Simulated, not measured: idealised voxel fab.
Module name: voxel wiring stack (process module)
This is section cut - it's 225 nm across, gridded in 5 nm square cells.
Notation: cross-section as square-cell grid; stated in bands, top first, going down; one or more cell rows per band.
The entry gives the band's vertical extent as a top height and a bottom height in nm, then its horizontal make-up as materials from left to right, each with a width in nm. "blank" stands for empty space; a single material marked "edge to edge" fills the band edge to edge.
Heights are expressed relative to 0, this being the level below which the as-received wafer comprises one material exclusively. The lowest band is unbounded in the downward direction and is denoted as in "0 down".
A width such as "30..40" changes by the same amount from each row of cells to the next, from the band's top row to its bottom row.
Given "stayed the same" for a step, no cell of the cross-section differs between before and after that step.
Reported under the label "Tabulated closed voids" are the empty spaces having no open way to the top and comprising 8 cells or more; the notation for each is width x height at distance, in which the distance is measured from the left edge and all three values are in nm.
Whatever follows a step's settings on its line is a remark the simulator itself makes about that step.
overlay nm, on a step with a mask: how far to the right of its planned place the mask lay; to the left if negative

# Process steps foreseen in the plan
| 1 | RECEIVE | material Si |
| 2 | CONFORMAL_DEP | material SiO2 | thk nm 10 |
| 3 | DIRECTIONAL_DEP | material TiN | thk nm 5 |
| 4 | DIRECTIONAL_DEP | material W | thk nm 20 |
| 5 | DIRECTIONAL_DEP | material aC | thk nm 15 |
| 6 | PATTERN | tone cover | mask id METAL_1 | material resist | width nm 30 | pitch nm 55 | thk nm 30 | overlay nm 0 |
| 7 | DIRECTIONAL_ETCH | etch materials aC | depth nm 15 |
| 8 | STRIP | etch materials resist |
| 9 | DIRECTIONAL_ETCH | etch materials W | depth nm 20 |
| 10 | DIRECTIONAL_ETCH | etch materials TiN | depth nm 5 |
| 11 | STRIP | etch materials aC |
| 12 | CONFORMAL_DEP | material SiCN | thk nm 5 |
| 13 | FILL_DEP | material lowk | thk nm 5 |
| 14 | CMP | height nm 35 |
| 15 | CONFORMAL_DEP | material SiCN | thk nm 5 |
| 16 | DIRECTIONAL_DEP | material SiO2 | thk nm 35 |
| 17 | DIRECTIONAL_DEP | material aC | thk nm 15 |
| 18 | PATTERN | tone open | mask id METAL_2 | material resist | width nm 30 | pitch nm 55 | thk nm 35 | overlay nm 0 |
| 19 | DIRECTIONAL_ETCH | etch materials aC | depth nm 15 |
| 20 | STRIP | etch materials resist |
| 21 | DIRECTIONAL_ETCH | etch materials SiO2 | depth nm 20 |
| 22 | STRIP | etch materials aC |
| 23 | DIRECTIONAL_DEP | material aC | thk nm 15 |
| 24 | PATTERN | tone open | mask id METAL_2_HOLES | material resist | width nm 15 | pitch nm 55 | thk nm 35 | overlay nm 0 |
| 25 | DIRECTIONAL_ETCH | etch materials aC | depth nm 15 |
| 26 | STRIP | etch materials resist |
| 27 | DIRECTIONAL_ETCH | etch materials SiO2 | depth nm 15 |
| 28 | DIRECTIONAL_ETCH | etch materials SiCN | depth nm 5 |
| 29 | STRIP | etch materials aC |
| 30 | CONFORMAL_DEP | material TiN | thk nm 5 |
| 31 | FILL_DEP | material Ru | thk nm 10 |
| 32 | CMP | height nm 75 |
| 33 | CONFORMAL_DEP | material SiCN | thk nm 5 |
| 34 | DIRECTIONAL_DEP | material lowk | thk nm 10 |
| 35 | DIRECTIONAL_DEP | material aC | thk nm 10 |
| 36 | PATTERN | tone open | mask id PLUG_2 | material resist | width nm 15 | pitch nm 55 | thk nm 30 | overlay nm 0 |
| 37 | DIRECTIONAL_ETCH | etch materials aC | depth nm 10 |
| 38 | STRIP | etch materials resist |
| 39 | DIRECTIONAL_ETCH | etch materials lowk | depth nm 10 |
| 40 | DIRECTIONAL_ETCH | etch materials SiCN | depth nm 5 |
| 41 | STRIP | etch materials aC |
| 42 | CONFORMAL_DEP | material TiN | thk nm 5 |
| 43 | FILL_DEP | material W | thk nm 10 |
| 44 | CMP | height nm 90 |
| 45 | DIRECTIONAL_DEP | material TiN | thk nm 5 |
| 46 | DIRECTIONAL_DEP | material Ru | thk nm 25 |
| 47 | DIRECTIONAL_DEP | material aC | thk nm 10 |
| 48 | PATTERN | tone cover | mask id METAL_3 | material resist | width nm 30 | pitch nm 55 | thk nm 25 | overlay nm 0 |
| 49 | DIRECTIONAL_ETCH | etch materials aC | depth nm 10 |
| 50 | STRIP | etch materials resist |
| 51 | DIRECTIONAL_ETCH | etch materials Ru | depth nm 25 |
| 52 | DIRECTIONAL_ETCH | etch materials TiN | depth nm 5 |
| 53 | STRIP | etch materials aC |
| 54 | CONFORMAL_DEP | material SiCN | thk nm 5 |
| 55 | FILL_DEP | material lowk | thk nm 10 |
| 56 | CMP | height nm 120 |
| 57 | CONFORMAL_DEP | material SiN | thk nm 5 |

# The cross-section here shows the wafer as received, i.e. in its state after step 1
  0 down  Si edge to edge
  Tabulated closed voids: none

# Final wafer profile in cross-section after the module, from the same start and plan as above, with one mistake made during processing
  125 to 120  SiN edge to edge
  120 to 95  10 lowk; 5 SiCN; 30 Ru; 5 SiCN; 15 lowk; 5 SiCN; 30 Ru; 5 SiCN; 15 lowk; 5 SiCN; 30 Ru; 5 SiCN; 15 lowk; 5 SiCN; 30 Ru; 5 SiCN; 10 lowk
  95 to 90  15 SiCN; 30 TiN; 25 SiCN; 30 TiN; 25 SiCN; 30 TiN; 25 SiCN; 30 TiN; 15 SiCN
  90 to 80  15 lowk; 5 TiN; 5 W; 5 TiN; 40 lowk; 5 TiN; 5 W; 5 TiN; 40 lowk; 5 TiN; 5 W; 5 TiN; 40 lowk; 5 TiN; 5 W; 5 TiN; 30 lowk
  80 to 75  15 SiCN; 15 TiN; 40 SiCN; 15 TiN; 40 SiCN; 15 TiN; 40 SiCN; 15 TiN; 30 SiCN
  75 to 60  15 SiO2; 5 TiN; 20 Ru; 5 TiN; 25 SiO2; 5 TiN; 20 Ru; 5 TiN; 25 SiO2; 5 TiN; 20 Ru; 5 TiN; 25 SiO2; 5 TiN; 20 Ru; 5 TiN; 15 SiO2
  60 to 55  15 SiO2; 5 TiN; 5 Ru; 20 TiN; 25 SiO2; 5 TiN; 5 Ru; 20 TiN; 25 SiO2; 5 TiN; 5 Ru; 20 TiN; 25 SiO2; 5 TiN; 5 Ru; 20 TiN; 15 SiO2
  55 to 40  15 SiO2; 5 TiN; 5 Ru; 5 TiN; 40 SiO2; 5 TiN; 5 Ru; 5 TiN; 40 SiO2; 5 TiN; 5 Ru; 5 TiN; 40 SiO2; 5 TiN; 5 Ru; 5 TiN; 30 SiO2
  40 to 35  15 SiCN; 15 TiN; 40 SiCN; 15 TiN; 40 SiCN; 15 TiN; 40 SiCN; 15 TiN; 30 SiCN
  35 to 20  10 lowk; 5 SiCN; 30 W; 5 SiCN; 15 lowk; 5 SiCN; 30 W; 5 SiCN; 15 lowk; 5 SiCN; 30 W; 5 SiCN; 15 lowk; 5 SiCN; 30 W; 5 SiCN; 10 lowk
  20 to 15  15 SiCN; 30 W; 25 SiCN; 30 W; 25 SiCN; 30 W; 25 SiCN; 30 W; 15 SiCN
  15 to 5  SiO2 edge to edge
  5 to 0  TiN edge to edge
  0 down  Si edge to edge
  Tabulated closed voids: none
Processing error: step 3 occupied the plan position of step 2, and the converse holds as well
